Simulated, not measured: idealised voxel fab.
process module | voxel transistor to metal
cross-section cut | 215 nm wide | cells 5 nm
A cross-section is a grid of square cells, given in bands from the top down. A band is one or more rows of cells.
Each band's line starts with the height of the band's top and of its bottom, in nm. Then come its materials from left to right, each with its width in nm. One material with "throughout" fills the band from edge to edge. "air" is empty space.
Height 0 is the level under which the wafer as received is all one material. The lowest band goes on downwards, as in "0 down".
A width such as "30 to 40" changes by the same amount from each row of cells to the next, from the band's top row to its bottom row.
"no change" after a step means that no cell of the cross-section changed.
closed voids: empty space of 8 cells or more with no open way to the top, each as width x height at its distance from the left edge, in nm
after a step's settings: what the simulator itself notes on the step
overlay nm, on a step with a mask: how far to the right of its planned place the mask lay; to the left if negative
plan
1 op RECEIVE | material Si
2 op CONFORMAL_DEP | material SiO2 | thk nm 5
3 op CONFORMAL_DEP | material SiN | thk nm 15
4 op PATTERN | tone cover | mask id ACTIVE | material resist | width nm 110 | thk nm 15 | overlay nm 0
5 op DIRECTIONAL_ETCH | etch materials SiN | depth nm 15
6 op DIRECTIONAL_ETCH | etch materials SiO2 | depth nm 5
7 op DIRECTIONAL_ETCH | etch materials Si | depth nm 20
8 op STRIP | etch materials resist
9 op OXIDIZE | depth nm 5
10 op FILL_DEP | material SiO2 | thk nm 15
11 op CMP | height nm 20
12 op SELECTIVE_ETCH | etch materials SiO2 | depth nm 10
13 op STRIP | etch materials SiN
14 op SELECTIVE_ETCH | etch materials SiO2 | depth nm 5
15 op OXIDIZE | depth nm 5
16 op DIRECTIONAL_DEP | material polySi | thk nm 25
17 op DIRECTIONAL_DEP | material SiCN | thk nm 10
18 op MASKED_ETCH | tone cover | mask id GATE | width nm 20 | etch materials SiCN | depth nm 20 | overlay nm 0
19 op MASKED_ETCH | tone cover | mask id GATE | width nm 20 | etch materials polySi | depth nm 35 | overlay nm 0
20 op CONFORMAL_DEP | material SiO2 | thk nm 5
21 op DIRECTIONAL_ETCH | etch materials SiO2 | depth nm 5
22 op CONFORMAL_DEP | material SiN | thk nm 5
23 op DIRECTIONAL_ETCH | etch materials SiN | depth nm 5
24 op DIRECTIONAL_ETCH | etch materials SiO2 | depth nm 5
25 op DIRECTIONAL_ETCH | etch materials Si | depth nm 10
26 op EPI | material SiGe | thk nm 15
27 op FILL_DEP | material SiO2 | thk nm 5
28 op CMP | height nm 35
29 op DIRECTIONAL_DEP | material SiO2 | thk nm 15
30 op DIRECTIONAL_DEP | material aC | thk nm 10
31 op PATTERN | tone open | mask id CONTACT | material resist | width nm 20 | pitch nm 70 | thk nm 30 | overlay nm 0
32 op DIRECTIONAL_ETCH | etch materials aC | depth nm 10
33 op STRIP | etch materials resist
34 op DIRECTIONAL_ETCH | etch materials SiO2 | depth nm 50
35 op STRIP | etch materials aC
36 op CONFORMAL_DEP | material TiN | thk nm 5
37 op FILL_DEP | material W | thk nm 10
38 op CMP | height nm 50
39 op DIRECTIONAL_DEP | material TiN | thk nm 5
40 op DIRECTIONAL_DEP | material Ru | thk nm 25
41 op DIRECTIONAL_DEP | material aC | thk nm 15
42 op PATTERN | tone cover | mask id METAL_1 | material resist | width nm 20 | pitch nm 70 | thk nm 35 | overlay nm 0
43 op DIRECTIONAL_ETCH | etch materials aC | depth nm 15
44 op STRIP | etch materials resist
45 op DIRECTIONAL_ETCH | etch materials Ru | depth nm 25
46 op DIRECTIONAL_ETCH | etch materials TiN | depth nm 5
47 op STRIP | etch materials aC
48 op FILL_DEP | material lowk | thk nm 10
49 op CMP | height nm 80
50 op CONFORMAL_DEP | material SiCN | thk nm 5
as received, after step 1
  0 down: Si throughout
  closed voids: none
a wafer at the end: this start, this plan, one mistake
  85 to 80: SiCN throughout
  80 to 55: lowk 60 | Ru 20 | lowk 50 | Ru 20 | lowk 65
  55 to 50: lowk 60 | TiN 20 | lowk 50 | TiN 20 | lowk 65
  50 to 35: SiO2 60 | TiN 5 | W 10 | TiN 5 | SiO2 50 | TiN 5 | W 10 | TiN 5 | SiO2 65
  35 to 25: SiO2 60 | TiN 5 | W 10 | TiN 5 | SiN 5 | SiO2 5 | SiCN 20 | SiO2 5 | SiN 5 | SiO2 10 | TiN 5 | W 10 | TiN 5 | SiO2 65
  25 to 15: SiO2 60 | TiN 5 | W 10 | TiN 5 | SiN 5 | SiO2 5 | polySi 25 | SiO2 5 | SiN 5 | SiO2 5 | TiN 5 | W 10 | TiN 5 | SiO2 65
  15 to 10: SiO2 60 | TiN 20 | SiN 5 | SiO2 5 | polySi 25 | SiO2 5 | SiN 5 | SiO2 5 | TiN 20 | SiO2 65
  10 to 5: SiO2 60 | TiN 5 | SiGe 15 | SiN 5 | SiO2 5 | polySi 25 | SiO2 5 | SiN 5 | SiGe 15 | TiN 10 | SiO2 65
  5 to 0: SiO2 50 | SiN 5 | SiO2 5 | TiN 5 | SiGe 15 | SiN 5 | SiO2 5 | polySi 25 | SiO2 5 | SiN 5 | SiGe 15 | TiN 10 | SiO2 5 | SiN 5 | SiO2 55
  0 to -5: SiO2 55 | SiGe 25 | SiO2 45 | SiGe 30 | SiO2 60
  -5 to -15: SiO2 55 | SiGe 25 | Si 45 | SiGe 30 | SiO2 60
  -15 to -25: SiO2 55 | Si 100 | SiO2 60
  -25 down: Si throughout
  closed voids: none
what went wrong: step 18 ran as: op MASKED_ETCH | tone cover | mask id GATE | width nm 20 | etch materials SiCN | depth nm 20 | overlay nm -5
